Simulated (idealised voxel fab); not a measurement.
The following process module bears the name voxel gate over fins.
The figure presents cross-section cut, which has a width of 300 nm and is divided into square cells with an edge length of 5 nm.
Notation: cross-section as square-cell grid; stated in bands, top first, going down; one or more cell rows per band.
First you get the band's top height and its bottom height, in nm, and then the materials it's made of, left to right, with each width in nm. If you see a single material with "full width", that one covers the band edge to edge. "blank" is empty space.
Height datum 0, below which the as-received substrate wafer is one material. Lowest band open at the bottom, running downward: "0 and below".
Quick explanation for "30->40": the width changes in equal steps down the rows of cells, from the first number in the band's top row to the second number in its bottom row.
Where the words "nothing got changed" appear for a step, the cross-section shows no cell changed by that step; every cell remained as before.
Voids not open to the top, 8 cells minimum: see "Closed void inventory". Written width x height at distance; distance is from the left edge; nm.
Text after the settings on a step's line: the simulator's own remark on that step.
You can add "overlay nm" to a step's line. For a step with a mask, it describes how far the mask lay to the right of its planned position, and a negative number describes a lay to the left.
Here's what the planned process steps look like:
- 1: RECEIVE [material Si]
- 2: CONFORMAL_DEP [material SiN] [thk nm 10]
- 3: PATTERN [tone cover] [mask id FINS] [material resist] [width nm 15] [pitch nm 45] [thk nm 20] [overlay nm 0]
- 4: DIRECTIONAL_ETCH [etch materials SiN] [depth nm 10]
- 5: DIRECTIONAL_ETCH [etch materials Si] [depth nm 40]
- 6: STRIP [etch materials resist]
- 7: OXIDIZE [depth nm 5]
- 8: FILL_DEP [material SiO2] [thk nm 5]
- 9: CMP [height nm 10]
- 10: SELECTIVE_ETCH [etch materials SiO2] [depth nm 20]
- 11: STRIP [etch materials SiN]
- 12: CONFORMAL_DEP [material HfO2] [thk nm 5]
- 13: CONFORMAL_DEP [material TiN] [thk nm 5]
- 14: CONFORMAL_DEP [material TiAl] [thk nm 5]
- 15: CONFORMAL_DEP [material TiN] [thk nm 5]
- 16: FILL_DEP [material W] [thk nm 10]
- 17: CMP [height nm 25]
- 18: CONFORMAL_DEP [material SiN] [thk nm 5]
The plan shows the width nm of step 3 as the first wafer had it; this setting differs between the wafers, which start out alike.
First wafer of several, as received: cross-section after step 1:
0 and below  Si full width
Closed void inventory: none
Below is a per-wafer table. In it, each row describes the wafer at the end of the module by giving, for each material, the number of cells gained (+) or lost (-) since the wafer was received, and after that the closed voids of the wafer:
width nm 15, +68 HfO2, -522 Si, +60 SiN, +406 SiO2, +68 TiAl, +136 TiN, +144 W, Closed void inventory: none
width nm 20, +68 HfO2, -504 Si, +60 SiN, +392 SiO2, +68 TiAl, +134 TiN, +142 W, Closed void inventory: none
width nm 25, +68 HfO2, -486 Si, +60 SiN, +378 SiO2, +68 TiAl, +132 TiN, +140 W, Closed void inventory: none
width nm 30, +68 HfO2, -468 Si, +60 SiN, +364 SiO2, +66 TiAl, +132 TiN, +138 W, Closed void inventory: none
